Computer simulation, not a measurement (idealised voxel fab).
Name of the process module below: voxel plated lines
Pictured: cross-section cut, 190 nm wide, on a grid of 5 nm square cells.
A cross-section in this document is a grid of square cells, and it is written down as bands, the top band listed before the ones below it; a band is made up of one or more rows of cells. This entry defines a band. It first specifies the height of the band's top and the height of its bottom in nm, and then specifies the band's materials from left to right, stating each material with its width in nm. The word "everywhere" identifies a single material that fills the band from edge to edge, while the word "air" identifies empty space. The level at which height equals 0 is the one under which the wafer, as it arrives, is entirely one material. No lower edge exists for the bottom band, which continues downward and is notated as in "0 and below". Width spec "30..40" -> top row of cells at first value, bottom row at second value, equal per-row change in between. A step reported as "remained the same" is a step in which no cell of the cross-section changed. You'll see "Cavities, sealed" listing empty spaces that have no way open to the top, as long as they're 8 cells or more; the notation is width x height at distance, where the distance is from the left edge, and all of it is in nm. What comes after the settings on a step's line is commentary from the simulator itself on that step. A step line may carry the setting "overlay nm", which, for steps involving a mask, states the distance by which the mask lay to the right of its intended position; negative values denote displacement to the left.
PROCESS STEPS (PLANNED)
1. op RECEIVE | material Si
2. op CONFORMAL_DEP | material Al2O3 | thk nm 15
3. op DIRECTIONAL_DEP | material TiN | thk nm 5
4. op PATTERN | tone open | mask id LINES | material resist | width nm 20 | pitch nm 40 | thk nm 15 | overlay nm -15
5. op EPI | material Ru | thk nm 10
6. op STRIP | etch materials resist
7. op DIRECTIONAL_ETCH | etch materials TiN | depth nm 5
8. op CONFORMAL_DEP | material SiCN | thk nm 5
Quick note for whoever runs this: the wafers start identical, but the overlay nm at step 4 isn't the same across them. The plan just shows what the first wafer had.
CUT THROUGH THE FIRST OF SEVERAL WAFERS AS RECEIVED, POST STEP 1
* 0 and below  Si everywhere
* Cavities, sealed: none
BELOW: A ROW PER WAFER. CONTENTS AT END OF MODULE: FOR EVERY MATERIAL, CELLS GAINED SINCE RECEIPT (+) OR LOST SINCE RECEIPT (-); THEN CLOSED VOIDS
overlay nm -15, +114 Al2O3, +24 Ru, +56 SiCN, +12 TiN, Cavities, sealed: none
overlay nm -10, +114 Al2O3, +24 Ru, +56 SiCN, +12 TiN, Cavities, sealed: none
overlay nm -5, +114 Al2O3, +24 Ru, +56 SiCN, +12 TiN, Cavities, sealed: none
overlay nm 0, +114 Al2O3, +24 Ru, +56 SiCN, +12 TiN, Cavities, sealed: none
overlay nm 5, +114 Al2O3, +24 Ru, +56 SiCN, +12 TiN, Cavities, sealed: none
overlay nm 10, +114 Al2O3, +24 Ru, +56 SiCN, +12 TiN, Cavities, sealed: none
overlay nm 15, +114 Al2O3, +24 Ru, +56 SiCN, +12 TiN, Cavities, sealed: none
